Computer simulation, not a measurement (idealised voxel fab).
Name of the process module below: voxel gate over fins
Shown is cross-section cut, with a width of 230 nm and square cells of size 5 nm.
Bands, listed from the top down, are how a cross-section gets written in this document; the cross-section itself is a grid of square cells, and a band is one or more rows of them.
A band entry consists of two parts. The first gives the height of the band's top and the height of its bottom, in nm. The rest lists the band's materials from left to right, each with its width in nm. A single material labelled with the word "full width" fills the band from edge to edge, and the word "empty" marks empty space.
Height 0 is the level under which the wafer as received is all one material. The lowest band goes on downwards, as in "0 nm and below".
Think of "30 to 40" as a width that walks from the first number to the second as you go down the band, top row to bottom row, taking equal-sized steps from row to row.
When a step is marked "all unchanged", none of the cells in the cross-section changed during that step.
For the entry "Closed void catalog", the listed items are empty spaces with no open way to the top whose size is 8 cells or more; each item follows the pattern width x height at distance, where distance is from the left edge and all three are in nm.
Anything after a step's settings on that line? It's the simulator's own note about the step.
When a step includes a mask, the "overlay nm" setting on its line states how far to the right of its planned place that mask lay, and negative values state how far to the left.

# Below is the list of planned process steps
1. RECEIVE,material Si
2. CONFORMAL_DEP,material SiN,thk nm 10
3. PATTERN,tone cover,mask id FINS,material resist,width nm 15,pitch nm 50,thk nm 15,overlay nm 0
4. DIRECTIONAL_ETCH,etch materials SiN,depth nm 10
5. DIRECTIONAL_ETCH,etch materials Si,depth nm 35
6. STRIP,etch materials resist
7. OXIDIZE,depth nm 5
8. FILL_DEP,material SiO2,thk nm 5
9. CMP,height nm 10
10. DIRECTIONAL_DEP,material aC,thk nm 10
11. PATTERN,tone open,mask id RAIL,material resist,width nm 15,thk nm 30,overlay nm 0
12. DIRECTIONAL_ETCH,etch materials aC,depth nm 10
13. STRIP,etch materials resist
14. DIRECTIONAL_ETCH,etch materials SiO2,depth nm 40
15. STRIP,etch materials aC
16. CONFORMAL_DEP,material TiN,thk nm 5
17. FILL_DEP,material W,thk nm 10
18. CMP,height nm 10
19. SELECTIVE_ETCH,etch materials W Ru TiN,depth nm 25
20. FILL_DEP,material SiO2,thk nm 5
21. CMP,height nm 10
22. SELECTIVE_ETCH,etch materials SiO2,depth nm 20
23. STRIP,etch materials SiN
24. CONFORMAL_DEP,material HfO2,thk nm 5
25. CONFORMAL_DEP,material TiN,thk nm 5
26. CONFORMAL_DEP,material TiAl,thk nm 5
27. CONFORMAL_DEP,material TiN,thk nm 5
28. FILL_DEP,material W,thk nm 15
29. CMP,height nm 30
30. CONFORMAL_DEP,material SiCN,thk nm 5

# This is the cross-section of the wafer as we received it, i.e. after step 1
- 0 nm and below | Si full width
- Closed void catalog: none

# Wafer cross-section at module end: first of two, run to plan
- 35 nm to 30 nm | SiCN full width
- 30 nm to 20 nm | W full width
- 20 nm to 15 nm | W: 40; TiN: 45; W: 5; TiN: 45; W: 5; TiN: 45; W: 45
- 15 nm to 10 nm | W: 40; TiN: 5; TiAl: 35; TiN: 5; W: 5; TiN: 5; TiAl: 35; TiN: 5; W: 5; TiN: 5; TiAl: 35; TiN: 5; W: 45
- 10 nm to 5 nm | TiN: 45; TiAl: 5; TiN: 25; TiAl: 5; TiN: 15; TiAl: 5; TiN: 25; TiAl: 5; TiN: 15; TiAl: 5; TiN: 25; TiAl: 5; TiN: 50
- 5 nm to 0 nm | TiAl: 50; TiN: 5; HfO2: 15; TiN: 5; TiAl: 25; TiN: 5; HfO2: 15; TiN: 5; TiAl: 25; TiN: 5; HfO2: 15; TiN: 5; TiAl: 55
- 0 nm to -5 nm | TiN: 55; HfO2: 5; Si: 5; HfO2: 5; TiN: 35; HfO2: 5; Si: 5; HfO2: 5; TiN: 35; HfO2: 5; Si: 5; HfO2: 5; TiN: 60
- -5 nm to -10 nm | HfO2: 60; Si: 5; HfO2: 45; Si: 5; HfO2: 45; Si: 5; HfO2: 65
- -10 nm to -15 nm | SiO2: 60; Si: 5; SiO2: 45; Si: 5; SiO2: 45; Si: 5; SiO2: 65
- -15 nm to -25 nm | SiO2: 60; Si: 5; SiO2: 15; TiN: 5; W: 5; TiN: 5; SiO2: 15; Si: 5; SiO2: 45; Si: 5; SiO2: 65
- -25 nm to -30 nm | SiO2: 60; Si: 5; SiO2: 15; TiN: 15; SiO2: 15; Si: 5; SiO2: 45; Si: 5; SiO2: 65
- -30 nm to -40 nm | SiO2: 60; Si: 5; SiO2: 45; Si: 5; SiO2: 45; Si: 5; SiO2: 65
- -40 nm and below | Si full width
- Closed void catalog: none

# Second of two wafers, module complete, sectioned: it shares the first wafer's start and plan but was run with one mistake
- 35 nm to 30 nm | SiCN full width
- 30 nm to 20 nm | W full width
- 20 nm to 15 nm | W: 40; TiN: 45; W: 5; TiN: 45; W: 5; TiN: 45; W: 45
- 15 nm to 10 nm | W: 40; TiN: 5; TiAl: 35; TiN: 5; W: 5; TiN: 5; TiAl: 35; TiN: 5; W: 5; TiN: 5; TiAl: 35; TiN: 5; W: 45
- 10 nm to 5 nm | TiN: 45; TiAl: 5; TiN: 25; TiAl: 5; TiN: 15; TiAl: 5; TiN: 25; TiAl: 5; TiN: 15; TiAl: 5; TiN: 25; TiAl: 5; TiN: 50
- 5 nm to 0 nm | TiAl: 50; TiN: 5; HfO2: 15; TiN: 5; TiAl: 25; TiN: 5; HfO2: 15; TiN: 5; TiAl: 25; TiN: 5; HfO2: 15; TiN: 5; TiAl: 55
- 0 nm to -5 nm | TiN: 55; HfO2: 5; Si: 5; HfO2: 5; TiN: 35; HfO2: 5; Si: 5; HfO2: 5; TiN: 35; HfO2: 5; Si: 5; HfO2: 5; TiN: 60
- -5 nm to -10 nm | HfO2: 60; Si: 5; HfO2: 45; Si: 5; HfO2: 45; Si: 5; HfO2: 65
- -10 nm to -15 nm | SiO2: 60; Si: 5; SiO2: 45; Si: 5; SiO2: 45; Si: 5; SiO2: 65
- -15 nm to -35 nm | SiO2: 60; Si: 5; TiN: 5; W: 35; TiN: 5; Si: 5; SiO2: 45; Si: 5; SiO2: 65
- -35 nm to -40 nm | SiO2: 60; Si: 5; TiN: 45; Si: 5; SiO2: 45; Si: 5; SiO2: 65
- -40 nm and below | Si full width
- Closed void catalog: none
The mistake made against the process plan was this: it should be noted that step 13 was executed with settings other than those planned, the operation and settings actually applied being STRIP,etch materials SiO2
Once processing is complete, comparing cell counts shows that the second wafer has more or fewer of certain materials than the first: -36 SiO2, +10 TiN, +26 W
